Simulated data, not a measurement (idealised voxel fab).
The following process module bears the name voxel self aligned contacts.
It is cross-section cut that appears here, measuring 285 nm in width, its square cells being 5 nm in size.
Cross-section spec: square-cell grid; bands listed top down; each band is one or more rows.
Basically the band line says how high the top is and how high the bottom is, in nm, and then what's in it from left to right, every material with its width in nm. Empty space shows up as "empty", and if a single material carries "all across" it runs the full band edge to edge.
Height 0 is the level under which the wafer as received is all one material. The lowest band goes on downwards, as in "0 and below".
Width: "30 to 40" (first number = top row, second number = bottom row, same change from row to row of cells).
Take "no change occurred" at face value: in the step it is given for, the cross-section changed in none of its cells.
Basically, "Enclosed void entries" tells you about the enclosed voids: empty spaces with no open way to the top, 8 cells or bigger, each written width x height at distance, where distance is from the left edge, all in nm.
Past the settings on a step's line: simulator remark, on that step.
When a step includes a mask, the "overlay nm" setting on its line states how far to the right of its planned place that mask lay, and negative values state how far to the left.
Set out below are the planned steps of the process:
step 1: op RECEIVE | material Si
step 2: op CONFORMAL_DEP | material SiO2 | thk nm 5
step 3: op DIRECTIONAL_DEP | material polySi | thk nm 25
step 4: op DIRECTIONAL_DEP | material SiN | thk nm 15
step 5: op DIRECTIONAL_DEP | material aC | thk nm 15
step 6: op PATTERN | tone cover | mask id GATE | material resist | width nm 35 | pitch nm 60 | thk nm 30 | overlay nm 0
step 7: op DIRECTIONAL_ETCH | etch materials aC | depth nm 15
step 8: op STRIP | etch materials resist
step 9: op DIRECTIONAL_ETCH | etch materials SiN | depth nm 15
step 10: op DIRECTIONAL_ETCH | etch materials polySi | depth nm 25
step 11: op STRIP | etch materials aC
step 12: op CONFORMAL_DEP | material SiN | thk nm 5
step 13: op DIRECTIONAL_ETCH | etch materials SiN | depth nm 5
step 14: op FILL_DEP | material SiO2 | thk nm 15
step 15: op CMP | height nm 55
step 16: op DIRECTIONAL_DEP | material aC | thk nm 15
step 17: op PATTERN | tone open | mask id CONTACT | material resist | width nm 45 | pitch nm 60 | thk nm 35 | overlay nm 0
step 18: op DIRECTIONAL_ETCH | etch materials aC | depth nm 15
step 19: op STRIP | etch materials resist
step 20: op DIRECTIONAL_ETCH | etch materials SiO2 | depth nm 55
step 21: op STRIP | etch materials aC
step 22: op CONFORMAL_DEP | material TiN | thk nm 5
step 23: op FILL_DEP | material Ru | thk nm 5
step 24: op CMP | height nm 55
step 25: op CONFORMAL_DEP | material SiCN | thk nm 5
Step 1 complete: cross-section of the wafer as received:
  0 and below: Si all across
  Enclosed void entries: none
Cross-section at module end, one run error; start and plan unchanged from above:
  60 down to 55: SiCN all across
  55 down to 45: SiO2 85 nm | TiN 5 to 25 nm | Ru 35 to 5 nm | TiN 5 to 15 nm | SiO2 15 nm | TiN 5 to 25 nm | Ru 35 to 5 nm | TiN 5 to 15 nm | SiO2 95 nm
  45 down to 30: SiO2 60 nm | SiN 45 nm | TiN 5 nm | Ru 5 nm | TiN 5 nm | SiN 45 nm | TiN 5 nm | Ru 5 nm | TiN 5 nm | SiN 45 nm | SiO2 60 nm
  30 down to 5: SiO2 60 nm | SiN 5 nm | polySi 35 nm | SiN 5 nm | TiN 5 nm | Ru 5 nm | TiN 5 nm | SiN 5 nm | polySi 35 nm | SiN 5 nm | TiN 5 nm | Ru 5 nm | TiN 5 nm | SiN 5 nm | polySi 35 nm | SiN 5 nm | SiO2 60 nm
  5 down to 0: SiO2 105 nm | TiN 15 nm | SiO2 45 nm | TiN 15 nm | SiO2 105 nm
  0 and below: Si all across
  Enclosed void entries: none
Finding, execution versus plan: step 17 ran as: op PATTERN | tone open | mask id CONTACT | material resist | width nm 45 | pitch nm 60 | thk nm 35 | overlay nm -5
